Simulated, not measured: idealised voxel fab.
voxel self aligned vias: a process module
Each square cell in cross-section cut measures 5 nm, and the section as a whole is 190 nm wide.
Cross-section, as written here: a square-cell grid given band by band from the top down, where a band holds one or more rows of cells. Basically the band line says how high the top is and how high the bottom is, in nm, and then what's in it from left to right, every material with its width in nm. Empty space shows up as "blank", and if a single material carries "everywhere" it runs the full band edge to edge. Convention: height 0 is the level below which the wafer, as received, is all one material. The lowest band does not terminate at the bottom but continues downward, represented as "from 0 down". The width entry "30->40" should be interpreted row by row: the top row of cells in the band takes the first number, the bottom row takes the second number, and the change between adjacent rows is uniform throughout. The cross-section has no changed cell in any step marked "no change". Look at "Unvented internal voids" for the closed voids: empty spaces with no open path to the top, sized 8 cells or up. Each is width x height at distance, distance from the left edge, all nm. Heads up: the bit after the settings on a step's line is the simulator's remark on that step. Each step line may optionally specify "overlay nm", which for a step with a mask gives the rightward distance between the mask's planned place and where it lay, a negative value indicating the leftward direction.

List of planned process steps
1,RECEIVE: material Si
2,CONFORMAL_DEP: material SiO2, thk nm 15
3,CONFORMAL_DEP: material SiCN, thk nm 5
4,DIRECTIONAL_DEP: material lowk, thk nm 20
5,MASKED_ETCH: tone open, mask id LINES, width nm 25, pitch nm 70, etch materials lowk, depth nm 20, overlay nm 0
6,CONFORMAL_DEP: material TiN, thk nm 5
7,FILL_DEP: material W, thk nm 5
8,CMP: height nm 40
9,SELECTIVE_ETCH: etch materials W Ru TiN, depth nm 5
10,FILL_DEP: material SiN, thk nm 10
11,CMP: height nm 40
12,DIRECTIONAL_DEP: material lowk, thk nm 15
13,DIRECTIONAL_DEP: material aC, thk nm 10
14,PATTERN: tone open, mask id VIAS, material resist, width nm 45, thk nm 25, overlay nm 0
15,DIRECTIONAL_ETCH: etch materials aC, depth nm 10
16,STRIP: etch materials resist
17,DIRECTIONAL_ETCH: etch materials lowk, depth nm 15
18,DIRECTIONAL_ETCH: etch materials SiN, depth nm 5
19,STRIP: etch materials aC
20,CONFORMAL_DEP: material TiN, thk nm 5
21,FILL_DEP: material Cu, thk nm 10
22,CMP: height nm 55
23,CONFORMAL_DEP: material SiN, thk nm 5

First of the two wafers, run per plan

Cross-section: wafer on arrival = after step 1
- from 0 down = Si everywhere
- Unvented internal voids: none

Step 2 done - wafer cross-section
- from 15 to 0 = SiO2 everywhere
- For the remainder of the cross-section, below 0, there is no change.

Step 3 done - wafer cross-section
- from 20 to 15 = SiCN everywhere
- For the remainder of the cross-section, below 15, there is no change.

Step 4 done - wafer cross-section
- from 40 to 20 = lowk everywhere
- For the remainder of the cross-section, below 20, there is no change.

Step 5 done - wafer cross-section
- from 40 to 20 = lowk (45); blank (25); lowk (45); blank (25); lowk (50)
- For the remainder of the cross-section, below 20, there is no change.

Step 6 done - wafer cross-section
- from 45 to 40 = TiN (50); blank (15); TiN (55); blank (15); TiN (55)
- from 40 to 25 = lowk (45); TiN (5); blank (15); TiN (5); lowk (45); TiN (5); blank (15); TiN (5); lowk (50)
- from 25 to 20 = lowk (45); TiN (25); lowk (45); TiN (25); lowk (50)
- For the remainder of the cross-section, below 20, there is no change.

Step 7 done - wafer cross-section
- from 50 to 45 = W everywhere
- from 45 to 40 = TiN (50); W (15); TiN (55); W (15); TiN (55)
- from 40 to 25 = lowk (45); TiN (5); W (15); TiN (5); lowk (45); TiN (5); W (15); TiN (5); lowk (50)
- For the remainder of the cross-section, below 25, there is no change.

Step 8 done - wafer cross-section
- from 40 to 25 = lowk (45); TiN (5); W (15); TiN (5); lowk (45); TiN (5); W (15); TiN (5); lowk (50)
- For the remainder of the cross-section, below 25, there is no change.

Step 9 done - wafer cross-section
- from 40 to 35 = lowk (45); blank (25); lowk (45); blank (25); lowk (50)
- For the remainder of the cross-section, below 35, there is no change.

Step 10 done - wafer cross-section
- from 50 to 40 = SiN everywhere
- from 40 to 35 = lowk (45); SiN (25); lowk (45); SiN (25); lowk (50)
- For the remainder of the cross-section, below 35, there is no change.

Step 11 done - wafer cross-section
- from 40 to 35 = lowk (45); SiN (25); lowk (45); SiN (25); lowk (50)
- For the remainder of the cross-section, below 35, there is no change.

Step 12 done - wafer cross-section
- from 55 to 40 = lowk everywhere
- For the remainder of the cross-section, below 40, there is no change.

Step 13 done - wafer cross-section
- from 65 to 55 = aC everywhere
- For the remainder of the cross-section, below 55, there is no change.

Step 14 done - wafer cross-section
- from 90 to 65 = resist (35); blank (45); resist (110)
- For the remainder of the cross-section, below 65, there is no change.

Step 15 done - wafer cross-section
- from 80 to 65 = resist (35); blank (45); resist (110)
- from 65 to 55 = aC (35); blank (45); aC (110)
- For the remainder of the cross-section, below 55, there is no change.

Step 16 done - wafer cross-section
- from 65 to 55 = aC (35); blank (45); aC (110)
- For the remainder of the cross-section, below 55, there is no change.

Step 17 done - wafer cross-section
- from 65 to 55 = aC (35); blank (45); aC (110)
- from 55 to 40 = lowk (35); blank (45); lowk (110)
- For the remainder of the cross-section, below 40, there is no change.

Step 18 done - wafer cross-section
- from 65 to 55 = aC (35); blank (45); aC (110)
- from 55 to 40 = lowk (35); blank (45); lowk (110)
- from 40 to 35 = lowk (45); blank (25); lowk (45); SiN (25); lowk (50)
- For the remainder of the cross-section, below 35, there is no change.

Step 19 done - wafer cross-section
- from 55 to 40 = lowk (35); blank (45); lowk (110)
- For the remainder of the cross-section, below 40, there is no change.

Step 20 done - wafer cross-section
- from 60 to 55 = TiN (40); blank (35); TiN (115)
- from 55 to 45 = lowk (35); TiN (5); blank (35); TiN (5); lowk (110)
- from 45 to 40 = lowk (35); TiN (15); blank (15); TiN (15); lowk (110)
- from 40 to 35 = lowk (45); TiN (25); lowk (45); SiN (25); lowk (50)
- For the remainder of the cross-section, below 35, there is no change.

Step 21 done - wafer cross-section
- from 70 to 60 = Cu everywhere
- from 60 to 55 = TiN (40); Cu (35); TiN (115)
- from 55 to 45 = lowk (35); TiN (5); Cu (35); TiN (5); lowk (110)
- from 45 to 40 = lowk (35); TiN (15); Cu (15); TiN (15); lowk (110)
- For the remainder of the cross-section, below 40, there is no change.

Step 22 done - wafer cross-section
- from 55 to 45 = lowk (35); TiN (5); Cu (35); TiN (5); lowk (110)
- For the remainder of the cross-section, below 45, there is no change.

Step 23 done - wafer cross-section
- from 60 to 55 = SiN everywhere
- For the remainder of the cross-section, below 55, there is no change.

Now the other wafer: same start, same recipe, but we messed up one thing when running it. Up to and including step 21 it's the same as the first one

Cross-section, second wafer, at the end time the plan gives for step 22: no change

Cross-section, second wafer, at the end time the plan gives for step 23
- from 75 to 70 = SiN everywhere
- For the remainder of the cross-section, below 70, there is no change.
what went wrong: plan step 22 never ran because it was skipped
It is noted that, at the conclusion of processing, the second wafer exhibits a higher or lower cell count for certain materials relative to the first: +83 Cu | +31 TiN
